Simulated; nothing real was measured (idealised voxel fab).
Documented hereafter: the process module known as voxel capacitor over wiring.
270 nm wide, 5 nm square cells: that's cross-section cut.
This document writes a cross-section as a grid whose cells are square, and gives it as bands, listed from the top down; one or more rows of cells form a band.
For a band, the entry starts with two heights in nm, that of the top and then that of the bottom, and carries on with the band's materials in order from left to right, each alongside its width in nm; the word "full width" beside a single material means it fills the band edge to edge, and "air" means empty space.
The reference from which all heights are counted is 0, the level beneath which the as-received wafer is entirely one material; the lowest band, having no lower bound, proceeds downward and is written after the example "0 nm and below".
It should be noted that a width expressed as "30 to 40" varies in equal increments from row to row of cells within the band, taking the value of the first number at the top row and that of the second number at the bottom row.
Where the words "everything unchanged" appear for a step, the cross-section shows no cell changed by that step; every cell remained as before.
Listed in "Closed cavity list": every empty space of 8 or more cells without an open way to the top. Form: width x height at distance, the distance being from the left edge, all in nm.
Post-settings text on a step line: simulator's own remark regarding the step.
For masked steps, "overlay nm" on the step line gives how far right of plan the mask actually lay; a minus sign means it lay to the left.

-- Process steps (planned)
1) op RECEIVE | material Si
2) op CONFORMAL_DEP | material SiO2 | thk nm 15
3) op CONFORMAL_DEP | material SiN | thk nm 5
4) op DIRECTIONAL_DEP | material SiO2 | thk nm 20
5) op DIRECTIONAL_DEP | material aC | thk nm 15
6) op PATTERN | tone open | mask id METAL_1 | material resist | width nm 30 | pitch nm 80 | thk nm 35 | overlay nm 0
7) op DIRECTIONAL_ETCH | etch materials aC | depth nm 15
8) op STRIP | etch materials resist
9) op DIRECTIONAL_ETCH | etch materials SiO2 | depth nm 20
10) op DIRECTIONAL_ETCH | etch materials SiN | depth nm 5
11) op STRIP | etch materials aC
12) op CONFORMAL_DEP | material TiN | thk nm 5
13) op FILL_DEP | material Cu | thk nm 5
14) op CMP | height nm 40
15) op CONFORMAL_DEP | material SiCN | thk nm 5
16) op DIRECTIONAL_DEP | material lowk | thk nm 20
17) op MASKED_ETCH | tone open | mask id PLUG_1 | width nm 15 | etch materials lowk | depth nm 20 | overlay nm 0
18) op MASKED_ETCH | tone open | mask id PLUG_1 | width nm 15 | etch materials SiCN | depth nm 5 | overlay nm 0
19) op CONFORMAL_DEP | material TiN | thk nm 5
20) op FILL_DEP | material Cu | thk nm 5
21) op CMP | height nm 65
22) op DIRECTIONAL_DEP | material TiN | thk nm 10
23) op DIRECTIONAL_DEP | material HfO2 | thk nm 5
24) op DIRECTIONAL_DEP | material TiN | thk nm 5
25) op PATTERN | tone cover | mask id UPPER_PLATE | material resist | width nm 55 | thk nm 15 | overlay nm 0
26) op DIRECTIONAL_ETCH | etch materials TiN | depth nm 5
27) op DIRECTIONAL_ETCH | etch materials HfO2 | depth nm 5
28) op STRIP | etch materials resist
29) op DIRECTIONAL_DEP | material aC | thk nm 10
30) op PATTERN | tone cover | mask id LOWER_PLATE | material resist | width nm 65 | thk nm 25 | overlay nm 0
31) op DIRECTIONAL_ETCH | etch materials aC | depth nm 10
32) op STRIP | etch materials resist
33) op DIRECTIONAL_ETCH | etch materials TiN | depth nm 10
34) op STRIP | etch materials aC
35) op FILL_DEP | material SiO2 | thk nm 15
36) op CMP | height nm 95
37) op DIRECTIONAL_DEP | material aC | thk nm 10
38) op PATTERN | tone open | mask id PLUG_2 | material resist | width nm 15 | thk nm 30 | overlay nm 0
39) op DIRECTIONAL_ETCH | etch materials aC | depth nm 10
40) op STRIP | etch materials resist
41) op DIRECTIONAL_ETCH | etch materials SiO2 | depth nm 10
42) op STRIP | etch materials aC
43) op CONFORMAL_DEP | material TiN | thk nm 5
44) op FILL_DEP | material Ru | thk nm 5
45) op CMP | height nm 95
46) op CONFORMAL_DEP | material SiN | thk nm 5

-- Incoming wafer, cross-sectional view, post step 1
0 nm and below | Si full width
Closed cavity list: none

-- End-of-module XS, first of two wafers, run as planned
100 nm to 95 nm | SiN full width
95 nm to 90 nm | SiO2 (105)  TiN (5)  Ru (5)  TiN (5)  SiO2 (150)
90 nm to 80 nm | SiO2 (105 to 95)  TiN (15 to 55)  SiO2 (150 to 120)
80 nm to 75 nm | SiO2 (95)  HfO2 (55)  SiO2 (120)
75 nm to 65 nm | SiO2 (90)  TiN (65)  SiO2 (115)
65 nm to 45 nm | lowk (95)  TiN (5)  Cu (5)  TiN (5)  lowk (160)
45 nm to 40 nm | SiCN (95)  TiN (15)  SiCN (160)
40 nm to 20 nm | SiO2 (80)  TiN (5)  Cu (20)  TiN (5)  SiO2 (50)  TiN (5)  Cu (20)  TiN (5)  SiO2 (80)
20 nm to 15 nm | SiN (80)  TiN (30)  SiN (50)  TiN (30)  SiN (80)
15 nm to 0 nm | SiO2 full width
0 nm and below | Si full width
Closed cavity list: none

-- Wafer two, sectioned after the module: the first wafer's start, the first wafer's plan, and one mistake in how it was run
100 nm to 95 nm | SiN full width
95 nm to 90 nm | SiO2 (105)  TiN (5)  Ru (5)  TiN (5)  SiO2 (150)
90 nm to 80 nm | SiO2 (105 to 100)  TiN (15 to 50)  SiO2 (150 to 120)
80 nm to 75 nm | SiO2 (95)  HfO2 (55)  SiO2 (120)
75 nm to 65 nm | SiO2 (95)  TiN (70)  SiO2 (105)
65 nm to 45 nm | lowk (95)  TiN (5)  Cu (5)  TiN (5)  lowk (160)
45 nm to 40 nm | SiCN (95)  TiN (15)  SiCN (160)
40 nm to 20 nm | SiO2 (80)  TiN (5)  Cu (20)  TiN (5)  SiO2 (50)  TiN (5)  Cu (20)  TiN (5)  SiO2 (80)
20 nm to 15 nm | SiN (80)  TiN (30)  SiN (50)  TiN (30)  SiN (80)
15 nm to 0 nm | SiO2 full width
0 nm and below | Si full width
Closed cavity list: none
Heads up, the wafer didn't run the way we planned it: step 30 changed vs plan, executed as op PATTERN | tone cover | mask id LOWER_PLATE | material resist | width nm 65 | thk nm 25 | overlay nm 10
Once processing is complete, comparing cell counts shows that the second wafer has more or fewer of certain materials than the first: SiO2 -1; TiN +1
